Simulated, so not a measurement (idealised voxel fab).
Process module under the name voxel ribs on slabs
Displayed cross-section: cut, width of 145 nm, square cells sized 5 nm.
Reading order for cross-sections: top band down to bottom band. Underlying form: a grid of square cells. Band size: one or more rows of cells. Look at the band entry: it leads with the top's height and the bottom's height in nm. Then it lists the materials left to right, with a width in nm for each. The word "throughout" on a single material says that material fills the band edge to edge. The word "air" is empty space. Height is counted from the level 0, under which the received wafer is composed throughout of one material. The lowest of the bands is not closed at the bottom but continues downward, in the notation "0 -> down". Quick explanation for "30 to 40": the width changes in equal steps down the rows of cells, from the first number in the band's top row to the second number in its bottom row. For the purposes of this document, the phrase "remains unaltered" attached to a step denotes that no cell within the cross-section was modified by that step. Closed-off voids of 8+ cells (no open route to the top) go in "Unvented voids", written width x height at distance from the left edge, in nm. Where a step's line continues beyond its settings, the continuation is a remark by the simulator itself on that step. "overlay nm" denotes, for a step that has a mask, the displacement of the mask to the right of its planned place, with negative values corresponding to the left.

[Process steps (planned)]
1: RECEIVE | material Si
2: DIRECTIONAL_DEP | material SiO2 | thk nm 25
3: DIRECTIONAL_DEP | material polySi | thk nm 15
4: DIRECTIONAL_DEP | material aC | thk nm 10
5: PATTERN | tone cover | mask id RIB | material resist | width nm 15 | thk nm 30 | overlay nm 0
6: DIRECTIONAL_ETCH | etch materials aC | depth nm 10
7: STRIP | etch materials resist
8: DIRECTIONAL_ETCH | etch materials polySi | depth nm 10
9: STRIP | etch materials aC
10: MASKED_ETCH | tone cover | mask id SLAB | width nm 55 | etch materials polySi | depth nm 5 | overlay nm 0
11: FILL_DEP | material SiO2 | thk nm 25
12: CMP | height nm 55
13: DIRECTIONAL_DEP | material TiN | thk nm 10
14: PATTERN | tone cover | mask id HEATER | material resist | width nm 25 | thk nm 20 | overlay nm 0
15: DIRECTIONAL_ETCH | etch materials TiN | depth nm 10
16: STRIP | etch materials resist
17: CONFORMAL_DEP | material SiO2 | thk nm 5

[The first wafer of two, processed as planned]

[As received (post step 1): cross-section]
> 0 -> down: Si throughout
> Unvented voids: none

[Wafer after step 2 (cross-section)]
> 25 -> 0: SiO2 throughout
> Heights below 0 show no change.

[Wafer after step 3 (cross-section)]
> 40 -> 25: polySi throughout
> Heights below 25 show no change.

[Wafer after step 4 (cross-section)]
> 50 -> 40: aC throughout
> Heights below 40 show no change.

[Wafer after step 5 (cross-section)]
> 80 -> 50: air 65 nm; resist 15 nm; air 65 nm
> Heights below 50 show no change.

[Wafer after step 6 (cross-section)]
> 70 -> 50: air 65 nm; resist 15 nm; air 65 nm
> 50 -> 40: air 65 nm; aC 15 nm; air 65 nm
> Heights below 40 show no change.

[Wafer after step 7 (cross-section)]
> 50 -> 40: air 65 nm; aC 15 nm; air 65 nm
> Heights below 40 show no change.

[Wafer after step 8 (cross-section)]
> 50 -> 40: air 65 nm; aC 15 nm; air 65 nm
> 40 -> 30: air 65 nm; polySi 15 nm; air 65 nm
> Heights below 30 show no change.

[Wafer after step 9 (cross-section)]
> 40 -> 30: air 65 nm; polySi 15 nm; air 65 nm
> Heights below 30 show no change.

[Wafer after step 10 (cross-section)]
> 40 -> 30: air 65 nm; polySi 15 nm; air 65 nm
> 30 -> 25: air 45 nm; polySi 55 nm; air 45 nm
> Heights below 25 show no change.

[Wafer after step 11 (cross-section)]
> 65 -> 40: SiO2 throughout
> 40 -> 30: SiO2 65 nm; polySi 15 nm; SiO2 65 nm
> 30 -> 25: SiO2 45 nm; polySi 55 nm; SiO2 45 nm
> Heights below 25 show no change.

[Wafer after step 12 (cross-section)]
> 55 -> 40: SiO2 throughout
> Heights below 40 show no change.

[Wafer after step 13 (cross-section)]
> 65 -> 55: TiN throughout
> Heights below 55 show no change.

[Wafer after step 14 (cross-section)]
> 85 -> 65: air 60 nm; resist 25 nm; air 60 nm
> Heights below 65 show no change.

[Wafer after step 15 (cross-section)]
> 85 -> 65: air 60 nm; resist 25 nm; air 60 nm
> 65 -> 55: air 60 nm; TiN 25 nm; air 60 nm
> Heights below 55 show no change.

[Wafer after step 16 (cross-section)]
> 65 -> 55: air 60 nm; TiN 25 nm; air 60 nm
> Heights below 55 show no change.

[Wafer after step 17 (cross-section)]
> 70 -> 65: air 55 nm; SiO2 35 nm; air 55 nm
> 65 -> 60: air 55 nm; SiO2 5 nm; TiN 25 nm; SiO2 5 nm; air 55 nm
> 60 -> 55: SiO2 60 nm; TiN 25 nm; SiO2 60 nm
> Heights below 55 show no change.

[The second wafer was prepared from the same starting point and under the same plan as the first; its processing contained one mistake, and it remains indistinguishable from the first wafer up to and including step 13]

[Second wafer cross-section, taken as of the time the plan sets for step 14 to be done]
> 85 -> 65: resist 60 nm; air 25 nm; resist 60 nm
> Heights below 65 show no change.

[Second wafer cross-section, taken as of the time the plan sets for step 15 to be done]
> 85 -> 65: resist 60 nm; air 25 nm; resist 60 nm
> 65 -> 55: TiN 60 nm; air 25 nm; TiN 60 nm
> Heights below 55 show no change.

[Second wafer cross-section, taken as of the time the plan sets for step 16 to be done]
> 65 -> 55: TiN 60 nm; air 25 nm; TiN 60 nm
> Heights below 55 show no change.

[Second wafer cross-section, taken as of the time the plan sets for step 17 to be done]
> 70 -> 65: SiO2 65 nm; air 15 nm; SiO2 65 nm
> 65 -> 60: TiN 60 nm; SiO2 5 nm; air 15 nm; SiO2 5 nm; TiN 60 nm
> 60 -> 55: TiN 60 nm; SiO2 25 nm; TiN 60 nm
> Heights below 55 show no change.
Deviation from plan: off-plan run, step 14, actual operation and settings PATTERN | tone open | mask id HEATER | material resist | width nm 25 | thk nm 20 | overlay nm 0
The final cell counts differ between the wafers, with the second having more or fewer of some materials than the first: 38 more of TiN
